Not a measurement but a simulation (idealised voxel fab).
process module | voxel capacitor over wiring
cross-section cut | 240 nm wide | cells 5 nm
A cross-section is a grid of square cells, given in bands from the top down. A band is one or more rows of cells.
Each band's line starts with the height of the band's top and of its bottom, in nm. Then come its materials from left to right, each with its width in nm. One material with "throughout" fills the band from edge to edge. "air" is empty space.
Height 0 is the level under which the wafer as received is all one material. The lowest band goes on downwards, as in "0 down".
A width such as "30 to 40" changes by the same amount from each row of cells to the next, from the band's top row to its bottom row.
"no change" after a step means that no cell of the cross-section changed.
closed voids: empty space of 8 cells or more with no open way to the top, each as width x height at its distance from the left edge, in nm
after a step's settings: what the simulator itself notes on the step
overlay nm, on a step with a mask: how far to the right of its planned place the mask lay; to the left if negative
plan
1 op RECEIVE | material Si
2 op CONFORMAL_DEP | material SiO2 | thk nm 15
3 op DIRECTIONAL_DEP | material TiN | thk nm 5
4 op DIRECTIONAL_DEP | material Ru | thk nm 25
5 op DIRECTIONAL_DEP | material aC | thk nm 15
6 op PATTERN | tone cover | mask id METAL_1 | material resist | width nm 20 | pitch nm 75 | thk nm 35 | overlay nm 0
7 op DIRECTIONAL_ETCH | etch materials aC | depth nm 15
8 op STRIP | etch materials resist
9 op DIRECTIONAL_ETCH | etch materials Ru | depth nm 25
10 op DIRECTIONAL_ETCH | etch materials TiN | depth nm 5
11 op STRIP | etch materials aC
12 op CONFORMAL_DEP | material SiCN | thk nm 5
13 op FILL_DEP | material lowk | thk nm 5
14 op CMP | height nm 45
15 op CONFORMAL_DEP | material SiCN | thk nm 5
16 op DIRECTIONAL_DEP | material SiO2 | thk nm 15
17 op PATTERN | tone open | mask id PLUG_1 | material resist | width nm 15 | thk nm 20 | overlay nm 0
18 op DIRECTIONAL_ETCH | etch materials SiO2 | depth nm 15
19 op DIRECTIONAL_ETCH | etch materials SiCN | depth nm 5
20 op STRIP | etch materials resist
21 op CONFORMAL_DEP | material TiN | thk nm 5
22 op FILL_DEP | material Ru | thk nm 5
23 op CMP | height nm 65
24 op DIRECTIONAL_DEP | material TiN | thk nm 10
25 op DIRECTIONAL_DEP | material HfO2 | thk nm 5
26 op DIRECTIONAL_DEP | material TiN | thk nm 5
27 op MASKED_ETCH | tone cover | mask id UPPER_PLATE | width nm 60 | etch materials TiN | depth nm 5 | overlay nm 0
28 op MASKED_ETCH | tone cover | mask id UPPER_PLATE | width nm 60 | etch materials HfO2 | depth nm 5 | overlay nm 0
29 op PATTERN | tone cover | mask id LOWER_PLATE | material resist | width nm 70 | thk nm 15 | overlay nm 0
30 op DIRECTIONAL_ETCH | etch materials TiN | depth nm 10
31 op STRIP | etch materials resist
32 op FILL_DEP | material SiO2 | thk nm 20
33 op CMP | height nm 100
34 op DIRECTIONAL_DEP | material aC | thk nm 10
35 op PATTERN | tone open | mask id PLUG_2 | material resist | width nm 15 | thk nm 30 | overlay nm 0
36 op DIRECTIONAL_ETCH | etch materials aC | depth nm 10
37 op STRIP | etch materials resist
38 op DIRECTIONAL_ETCH | etch materials SiO2 | depth nm 15
39 op STRIP | etch materials aC
40 op CONFORMAL_DEP | material TiN | thk nm 5
41 op FILL_DEP | material W | thk nm 5
42 op CMP | height nm 100
43 op CONFORMAL_DEP | material SiCN | thk nm 5
first wafer, as planned
as received, after step 1
  0 down: Si throughout
  closed voids: none
after step 2
  15 to 0: SiO2 throughout
  below 0: unchanged
after step 3
  20 to 15: TiN throughout
  below 15: unchanged
after step 4
  45 to 20: Ru throughout
  below 20: unchanged
after step 5
  60 to 45: aC throughout
  below 45: unchanged
after step 6
  95 to 60: air 70 | resist 20 | air 55 | resist 20 | air 75
  below 60: unchanged
after step 7
  80 to 60: air 70 | resist 20 | air 55 | resist 20 | air 75
  60 to 45: air 70 | aC 20 | air 55 | aC 20 | air 75
  below 45: unchanged
after step 8
  60 to 45: air 70 | aC 20 | air 55 | aC 20 | air 75
  below 45: unchanged
after step 9
  60 to 45: air 70 | aC 20 | air 55 | aC 20 | air 75
  45 to 20: air 70 | Ru 20 | air 55 | Ru 20 | air 75
  below 20: unchanged
after step 10
  60 to 45: air 70 | aC 20 | air 55 | aC 20 | air 75
  45 to 20: air 70 | Ru 20 | air 55 | Ru 20 | air 75
  20 to 15: air 70 | TiN 20 | air 55 | TiN 20 | air 75
  below 15: unchanged
after step 11
  45 to 20: air 70 | Ru 20 | air 55 | Ru 20 | air 75
  below 20: unchanged
after step 12
  50 to 45: air 65 | SiCN 30 | air 45 | SiCN 30 | air 70
  45 to 20: air 65 | SiCN 5 | Ru 20 | SiCN 5 | air 45 | SiCN 5 | Ru 20 | SiCN 5 | air 70
  20 to 15: SiCN 70 | TiN 20 | SiCN 55 | TiN 20 | SiCN 75
  below 15: unchanged
after step 13
  55 to 50: lowk throughout
  50 to 45: lowk 65 | SiCN 30 | lowk 45 | SiCN 30 | lowk 70
  45 to 20: lowk 65 | SiCN 5 | Ru 20 | SiCN 5 | lowk 45 | SiCN 5 | Ru 20 | SiCN 5 | lowk 70
  below 20: unchanged
after step 14
  45 to 20: lowk 65 | SiCN 5 | Ru 20 | SiCN 5 | lowk 45 | SiCN 5 | Ru 20 | SiCN 5 | lowk 70
  below 20: unchanged
after step 15
  50 to 45: SiCN throughout
  below 45: unchanged
after step 16
  65 to 50: SiO2 throughout
  below 50: unchanged
after step 17
  85 to 65: resist 75 | air 15 | resist 150
  below 65: unchanged
after step 18
  85 to 65: resist 75 | air 15 | resist 150
  65 to 50: SiO2 75 | air 15 | SiO2 150
  below 50: unchanged
after step 19
  85 to 65: resist 75 | air 15 | resist 150
  65 to 50: SiO2 75 | air 15 | SiO2 150
  50 to 45: SiCN 75 | air 15 | SiCN 150
  below 45: unchanged
after step 20
  65 to 50: SiO2 75 | air 15 | SiO2 150
  below 50: unchanged
after step 21
  70 to 65: TiN 80 | air 5 | TiN 155
  65 to 50: SiO2 75 | TiN 5 | air 5 | TiN 5 | SiO2 150
  50 to 45: SiCN 75 | TiN 15 | SiCN 150
  below 45: unchanged
after step 22
  75 to 70: Ru throughout
  70 to 65: TiN 80 | Ru 5 | TiN 155
  65 to 50: SiO2 75 | TiN 5 | Ru 5 | TiN 5 | SiO2 150
  below 50: unchanged
after step 23
  65 to 50: SiO2 75 | TiN 5 | Ru 5 | TiN 5 | SiO2 150
  below 50: unchanged
after step 24
  75 to 65: TiN throughout
  below 65: unchanged
after step 25
  80 to 75: HfO2 throughout
  below 75: unchanged
after step 26
  85 to 80: TiN throughout
  below 80: unchanged
after step 27
  85 to 80: air 75 | TiN 60 | air 105
  below 80: unchanged
after step 28
  85 to 80: air 75 | TiN 60 | air 105
  80 to 75: air 75 | HfO2 60 | air 105
  below 75: unchanged
after step 29
  100 to 85: air 70 | resist 70 | air 100
  85 to 80: air 70 | resist 5 | TiN 60 | resist 5 | air 100
  80 to 75: air 70 | resist 5 | HfO2 60 | resist 5 | air 100
  below 75: unchanged
after step 30
  100 to 85: air 70 | resist 70 | air 100
  85 to 80: air 70 | resist 5 | TiN 60 | resist 5 | air 100
  80 to 75: air 70 | resist 5 | HfO2 60 | resist 5 | air 100
  75 to 65: air 70 | TiN 70 | air 100
  below 65: unchanged
after step 31
  85 to 80: air 75 | TiN 60 | air 105
  80 to 75: air 75 | HfO2 60 | air 105
  below 75: unchanged
after step 32
  105 to 85: SiO2 throughout
  85 to 80: SiO2 75 | TiN 60 | SiO2 105
  80 to 75: SiO2 75 | HfO2 60 | SiO2 105
  75 to 65: SiO2 70 | TiN 70 | SiO2 100
  below 65: unchanged
after step 33
  100 to 85: SiO2 throughout
  below 85: unchanged
after step 34
  110 to 100: aC throughout
  below 100: unchanged
after step 35
  140 to 110: resist 85 | air 15 | resist 140
  below 110: unchanged
after step 36
  130 to 110: resist 85 | air 15 | resist 140
  110 to 100: aC 85 | air 15 | aC 140
  below 100: unchanged
after step 37
  110 to 100: aC 85 | air 15 | aC 140
  below 100: unchanged
after step 38
  110 to 100: aC 85 | air 15 | aC 140
  100 to 85: SiO2 85 | air 15 | SiO2 140
  below 85: unchanged
after step 39
  100 to 85: SiO2 85 | air 15 | SiO2 140
  below 85: unchanged
after step 40
  105 to 100: TiN 90 | air 5 | TiN 145
  100 to 90: SiO2 85 | TiN 5 | air 5 | TiN 5 | SiO2 140
  90 to 80: SiO2 85 to 75 | TiN 15 to 60 | SiO2 140 to 105
  below 80: unchanged
after step 41
  110 to 105: W throughout
  105 to 100: TiN 90 | W 5 | TiN 145
  100 to 90: SiO2 85 | TiN 5 | W 5 | TiN 5 | SiO2 140
  below 90: unchanged
after step 42
  100 to 90: SiO2 85 | TiN 5 | W 5 | TiN 5 | SiO2 140
  below 90: unchanged
after step 43
  105 to 100: SiCN throughout
  below 100: unchanged
second wafer: like start, like plan, one mistake. Through step 12 it matches the first wafer
when step 13 should have ended
  55 to 50: aC throughout
  50 to 45: aC 65 | SiCN 30 | aC 45 | SiCN 30 | aC 70
  45 to 20: aC 65 | SiCN 5 | Ru 20 | SiCN 5 | aC 45 | SiCN 5 | Ru 20 | SiCN 5 | aC 70
  below 20: unchanged
when step 14 should have ended
  45 to 20: aC 65 | SiCN 5 | Ru 20 | SiCN 5 | aC 45 | SiCN 5 | Ru 20 | SiCN 5 | aC 70
  below 20: unchanged
when step 15 should have ended
  50 to 45: SiCN throughout
  below 45: unchanged
when step 16 should have ended
  65 to 50: SiO2 throughout
  below 50: unchanged
when step 17 should have ended
  85 to 65: resist 75 | air 15 | resist 150
  below 65: unchanged
when step 18 should have ended
  85 to 65: resist 75 | air 15 | resist 150
  65 to 50: SiO2 75 | air 15 | SiO2 150
  below 50: unchanged
when step 19 should have ended
  85 to 65: resist 75 | air 15 | resist 150
  65 to 50: SiO2 75 | air 15 | SiO2 150
  50 to 45: SiCN 75 | air 15 | SiCN 150
  below 45: unchanged
when step 20 should have ended
  65 to 50: SiO2 75 | air 15 | SiO2 150
  below 50: unchanged
when step 21 should have ended
  70 to 65: TiN 80 | air 5 | TiN 155
  65 to 50: SiO2 75 | TiN 5 | air 5 | TiN 5 | SiO2 150
  50 to 45: SiCN 75 | TiN 15 | SiCN 150
  below 45: unchanged
when step 22 should have ended
  75 to 70: Ru throughout
  70 to 65: TiN 80 | Ru 5 | TiN 155
  65 to 50: SiO2 75 | TiN 5 | Ru 5 | TiN 5 | SiO2 150
  below 50: unchanged
when step 23 should have ended
  65 to 50: SiO2 75 | TiN 5 | Ru 5 | TiN 5 | SiO2 150
  below 50: unchanged
when step 24 should have ended
  75 to 65: TiN throughout
  below 65: unchanged
when step 25 should have ended
  80 to 75: HfO2 throughout
  below 75: unchanged
when step 26 should have ended
  85 to 80: TiN throughout
  below 80: unchanged
when step 27 should have ended
  85 to 80: air 75 | TiN 60 | air 105
  below 80: unchanged
when step 28 should have ended
  85 to 80: air 75 | TiN 60 | air 105
  80 to 75: air 75 | HfO2 60 | air 105
  below 75: unchanged
when step 29 should have ended
  100 to 85: air 70 | resist 70 | air 100
  85 to 80: air 70 | resist 5 | TiN 60 | resist 5 | air 100
  80 to 75: air 70 | resist 5 | HfO2 60 | resist 5 | air 100
  below 75: unchanged
when step 30 should have ended
  100 to 85: air 70 | resist 70 | air 100
  85 to 80: air 70 | resist 5 | TiN 60 | resist 5 | air 100
  80 to 75: air 70 | resist 5 | HfO2 60 | resist 5 | air 100
  75 to 65: air 70 | TiN 70 | air 100
  below 65: unchanged
when step 31 should have ended
  85 to 80: air 75 | TiN 60 | air 105
  80 to 75: air 75 | HfO2 60 | air 105
  below 75: unchanged
when step 32 should have ended
  105 to 85: SiO2 throughout
  85 to 80: SiO2 75 | TiN 60 | SiO2 105
  80 to 75: SiO2 75 | HfO2 60 | SiO2 105
  75 to 65: SiO2 70 | TiN 70 | SiO2 100
  below 65: unchanged
when step 33 should have ended
  100 to 85: SiO2 throughout
  below 85: unchanged
when step 34 should have ended
  110 to 100: aC throughout
  below 100: unchanged
when step 35 should have ended
  140 to 110: resist 85 | air 15 | resist 140
  below 110: unchanged
when step 36 should have ended
  130 to 110: resist 85 | air 15 | resist 140
  110 to 100: aC 85 | air 15 | aC 140
  below 100: unchanged
when step 37 should have ended
  110 to 100: aC 85 | air 15 | aC 140
  below 100: unchanged
when step 38 should have ended
  110 to 100: aC 85 | air 15 | aC 140
  100 to 85: SiO2 85 | air 15 | SiO2 140
  below 85: unchanged
when step 39 should have ended
  100 to 85: SiO2 85 | air 15 | SiO2 140
  below 85: unchanged
when step 40 should have ended
  105 to 100: TiN 90 | air 5 | TiN 145
  100 to 90: SiO2 85 | TiN 5 | air 5 | TiN 5 | SiO2 140
  90 to 80: SiO2 85 to 75 | TiN 15 to 60 | SiO2 140 to 105
  below 80: unchanged
when step 41 should have ended
  110 to 105: W throughout
  105 to 100: TiN 90 | W 5 | TiN 145
  100 to 90: SiO2 85 | TiN 5 | W 5 | TiN 5 | SiO2 140
  below 90: unchanged
when step 42 should have ended
  100 to 90: SiO2 85 | TiN 5 | W 5 | TiN 5 | SiO2 140
  below 90: unchanged
when step 43 should have ended
  105 to 100: SiCN throughout
  below 100: unchanged
what went wrong: step 13 ran as: op FILL_DEP | material aC | thk nm 5
at the end the second wafer has, in cells: 180 more of aC | 180 fewer of lowk
